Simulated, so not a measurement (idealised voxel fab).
The document below concerns the process module designated voxel transistor to metal.
295 nm wide, 5 nm square cells: that's cross-section cut.
Square cells in a grid make up a cross-section in this document, and the grid is given as bands, listed from the top down, each one or more rows of cells.
Each band's line starts with the height of the band's top and of its bottom, in nm. Then come its materials from left to right, each with its width in nm. One material with "full width" fills the band from edge to edge. "blank" is empty space.
Basically, 0 is our baseline, since under it the wafer straight out of the box is all one material. The bottom band has no lower end and keeps on going down, so it looks like "0..down".
A width such as "30 to 40" changes by the same amount from each row of cells to the next, from the band's top row to its bottom row.
Where a step carries "no alterations made", the cross-section came out of it unchanged, cell for cell.
Entry "Enclosed internal cavities" = empty spaces >= 8 cells with no open way to the top; each as width x height at distance, distance from left edge, all nm.
That trailing text on a step's line, after the settings, is the simulator's own remark on the step.
The setting "overlay nm" may be written on the line of a step. When the step uses a mask, the value reports how far to the right of the planned place the mask lay, and a negative value reports that it lay to the left.
The process steps that were planned are listed below
| 1 | RECEIVE (material Si) |
| 2 | CONFORMAL_DEP (material SiO2; thk nm 5) |
| 3 | CONFORMAL_DEP (material SiN; thk nm 10) |
| 4 | PATTERN (tone cover; mask id ACTIVE; material resist; width nm 110; pitch nm 140; thk nm 20; overlay nm 0) |
| 5 | DIRECTIONAL_ETCH (etch materials SiN; depth nm 10) |
| 6 | DIRECTIONAL_ETCH (etch materials SiO2; depth nm 5) |
| 7 | DIRECTIONAL_ETCH (etch materials Si; depth nm 35) |
| 8 | STRIP (etch materials resist) |
| 9 | FILL_DEP (material SiO2; thk nm 10) |
| 10 | CMP (height nm 15) |
| 11 | SELECTIVE_ETCH (etch materials SiO2; depth nm 5) |
| 12 | STRIP (etch materials SiN) |
| 13 | SELECTIVE_ETCH (etch materials SiO2; depth nm 5) |
| 14 | OXIDIZE (depth nm 5) |
| 15 | DIRECTIONAL_DEP (material polySi; thk nm 25) |
| 16 | DIRECTIONAL_DEP (material SiCN; thk nm 15) |
| 17 | PATTERN (tone cover; mask id GATE; material resist; width nm 30; pitch nm 140; thk nm 20; overlay nm 0) |
| 18 | DIRECTIONAL_ETCH (etch materials SiCN; depth nm 25) |
| 19 | DIRECTIONAL_ETCH (etch materials polySi; depth nm 35) |
| 20 | STRIP (etch materials resist) |
| 21 | CONFORMAL_DEP (material SiO2; thk nm 5) |
| 22 | DIRECTIONAL_ETCH (etch materials SiO2; depth nm 5) |
| 23 | CONFORMAL_DEP (material SiN; thk nm 10) |
| 24 | DIRECTIONAL_ETCH (etch materials SiN; depth nm 10) |
| 25 | DIRECTIONAL_ETCH (etch materials SiO2; depth nm 5) |
| 26 | DIRECTIONAL_ETCH (etch materials Si; depth nm 10) |
| 27 | EPI (material nSi; thk nm 10) |
| 28 | FILL_DEP (material SiO2; thk nm 10) |
| 29 | CMP (height nm 25) |
| 30 | STRIP (etch materials polySi) |
| 31 | SELECTIVE_ETCH (etch materials SiO2; depth nm 5) |
| 32 | CONFORMAL_DEP (material HfO2; thk nm 5) |
| 33 | CONFORMAL_DEP (material TiN; thk nm 5) |
| 34 | FILL_DEP (material W; thk nm 10) |
| 35 | CMP (height nm 20) |
| 36 | DIRECTIONAL_DEP (material SiO2; thk nm 15) |
| 37 | PATTERN (tone open; mask id CONTACT; material resist; width nm 15; thk nm 15; overlay nm 0) |
| 38 | DIRECTIONAL_ETCH (etch materials SiO2; depth nm 30) |
| 39 | STRIP (etch materials resist) |
| 40 | CONFORMAL_DEP (material TiN; thk nm 5) |
| 41 | FILL_DEP (material W; thk nm 5) |
| 42 | CMP (height nm 35) |
| 43 | DIRECTIONAL_DEP (material TiN; thk nm 5) |
| 44 | DIRECTIONAL_DEP (material W; thk nm 20) |
| 45 | DIRECTIONAL_DEP (material aC; thk nm 10) |
| 46 | PATTERN (tone cover; mask id METAL_1; material resist; width nm 15; thk nm 25; overlay nm 0) |
| 47 | DIRECTIONAL_ETCH (etch materials aC; depth nm 10) |
| 48 | STRIP (etch materials resist) |
| 49 | DIRECTIONAL_ETCH (etch materials W; depth nm 20) |
| 50 | DIRECTIONAL_ETCH (etch materials TiN; depth nm 5) |
| 51 | STRIP (etch materials aC) |
| 52 | FILL_DEP (material lowk; thk nm 10) |
| 53 | CMP (height nm 60) |
| 54 | CONFORMAL_DEP (material SiCN; thk nm 5) |
| 55 | DIRECTIONAL_DEP (material lowk; thk nm 35) |
| 56 | MASKED_ETCH (tone open; mask id METAL_2; width nm 15; pitch nm 140; etch materials lowk; depth nm 20; overlay nm 0) |
| 57 | PATTERN (tone open; mask id METAL_2_HOLES; material resist; width nm 15; pitch nm 140; thk nm 20; overlay nm 0) |
| 58 | DIRECTIONAL_ETCH (etch materials lowk; depth nm 15) |
| 59 | DIRECTIONAL_ETCH (etch materials SiCN; depth nm 5) |
| 60 | STRIP (etch materials resist) |
| 61 | CONFORMAL_DEP (material TiN; thk nm 5) |
| 62 | FILL_DEP (material Ru; thk nm 5) |
| 63 | CMP (height nm 100) |
| 64 | CONFORMAL_DEP (material SiCN; thk nm 5) |
Cross-section, incoming material, after step 1
0..down: Si full width
Enclosed internal cavities: none
First wafer of two, sectioned at end of module; run went per plan
105..100: SiCN full width
100..65: lowk=25 | TiN=5 | Ru=5 | TiN=5 | lowk=125 | TiN=5 | Ru=5 | TiN=5 | lowk=115
65..60: SiCN=25 | TiN=15 | SiCN=125 | TiN=15 | SiCN=115
60..40: lowk=25 | W=15 | lowk=70 | W=15 | lowk=40 | W=15 | lowk=70 | W=15 | lowk=30
40..35: lowk=25 | TiN=15 | lowk=70 | TiN=15 | lowk=40 | TiN=15 | lowk=70 | TiN=15 | lowk=30
35..20: SiO2=25 | TiN=5 | W=5 | TiN=5 | SiO2=70 | TiN=5 | W=5 | TiN=5 | SiO2=40 | TiN=5 | W=5 | TiN=5 | SiO2=70 | TiN=5 | W=5 | TiN=5 | SiO2=30
20..10: SiO2=25 | TiN=5 | W=5 | TiN=5 | SiO2=5 | SiN=10 | HfO2=5 | TiN=5 | W=20 | TiN=5 | HfO2=5 | SiN=10 | SiO2=5 | TiN=5 | W=5 | TiN=5 | SiO2=40 | TiN=5 | W=5 | TiN=5 | SiO2=5 | SiN=10 | HfO2=5 | TiN=5 | W=20 | TiN=5 | HfO2=5 | SiN=10 | SiO2=5 | TiN=5 | W=5 | TiN=5 | SiO2=30
10..5: SiO2=25 | TiN=15 | SiO2=5 | SiN=10 | HfO2=5 | TiN=5 | W=20 | TiN=5 | HfO2=5 | SiN=10 | SiO2=5 | TiN=15 | SiO2=40 | TiN=15 | SiO2=5 | SiN=10 | HfO2=5 | TiN=5 | W=20 | TiN=5 | HfO2=5 | SiN=10 | SiO2=5 | TiN=15 | SiO2=30
5..0: SiO2=20 | SiN=10 | nSi=15 | SiN=10 | HfO2=5 | TiN=30 | HfO2=5 | SiN=10 | nSi=15 | SiN=10 | SiO2=30 | SiN=10 | nSi=15 | SiN=10 | HfO2=5 | TiN=30 | HfO2=5 | SiN=10 | nSi=15 | SiN=10 | SiO2=25
0..-5: SiO2=30 | nSi=15 | SiO2=10 | HfO2=40 | SiO2=10 | nSi=15 | SiO2=50 | nSi=15 | SiO2=10 | HfO2=40 | SiO2=10 | nSi=15 | SiO2=35
-5..-15: SiO2=20 | Si=10 | nSi=15 | Si=60 | nSi=15 | Si=10 | SiO2=30 | Si=10 | nSi=15 | Si=60 | nSi=15 | Si=10 | SiO2=25
-15..-35: SiO2=20 | Si=110 | SiO2=30 | Si=110 | SiO2=25
-35..down: Si full width
Enclosed internal cavities: none
Cross-section, second wafer: same start as the first, same plan as the first, one mistake in running it; taken at the end of the module
105..100: SiCN full width
100..65: lowk=25 | TiN=5 | Ru=5 | TiN=5 | lowk=125 | TiN=5 | Ru=5 | TiN=5 | lowk=115
65..60: SiCN=25 | TiN=15 | SiCN=125 | TiN=15 | SiCN=115
60..40: lowk=25 | W=15 | lowk=70 | W=15 | lowk=40 | W=15 | lowk=70 | W=15 | lowk=30
40..35: lowk=25 | TiN=15 | lowk=70 | TiN=15 | lowk=40 | TiN=15 | lowk=70 | TiN=15 | lowk=30
35..20: SiO2=25 | TiN=5 | W=5 | TiN=5 | SiO2=70 | TiN=5 | W=5 | TiN=5 | SiO2=40 | TiN=5 | W=5 | TiN=5 | SiO2=70 | TiN=5 | W=5 | TiN=5 | SiO2=30
20..10: SiO2=25 | TiN=5 | W=5 | TiN=5 | SiO2=5 | SiN=10 | HfO2=5 | TiN=5 | W=20 | TiN=5 | HfO2=5 | SiN=10 | SiO2=5 | TiN=5 | W=5 | TiN=5 | SiO2=40 | TiN=5 | W=5 | TiN=5 | SiO2=5 | SiN=10 | HfO2=5 | TiN=5 | W=20 | TiN=5 | HfO2=5 | SiN=10 | SiO2=5 | TiN=5 | W=5 | TiN=5 | SiO2=30
10..5: SiO2=25 | TiN=15 | SiO2=5 | SiN=10 | HfO2=5 | TiN=30 | HfO2=5 | SiN=10 | SiO2=5 | TiN=15 | SiO2=40 | TiN=15 | SiO2=5 | SiN=10 | HfO2=5 | TiN=30 | HfO2=5 | SiN=10 | SiO2=5 | TiN=15 | SiO2=30
5..0: nSi=10 | SiN=10 | SiO2=35 | HfO2=40 | SiO2=35 | SiN=10 | nSi=10 | SiN=10 | SiO2=35 | HfO2=40 | SiO2=35 | SiN=10 | nSi=10 | SiO2=5
0..-5: nSi=10 | SiO2=130 | nSi=10 | SiO2=130 | nSi=10 | SiO2=5
-5..-15: nSi=10 | Si=10 | SiO2=110 | Si=10 | nSi=10 | Si=10 | SiO2=110 | Si=10 | nSi=15
-15..-35: Si=20 | SiO2=110 | Si=30 | SiO2=110 | Si=25
-35..down: Si full width
Enclosed internal cavities: none
Where did the run depart from the plan? step 4 went in with a setting other than planned; the actual run was PATTERN (tone open; mask id ACTIVE; material resist; width nm 110; pitch nm 140; thk nm 20; overlay nm 0)
Cell-count delta at end, second wafer over first, by material: -4 HfO2, -164 Si, -8 SiN, +210 SiO2, -4 TiN, -8 W, -22 nSi
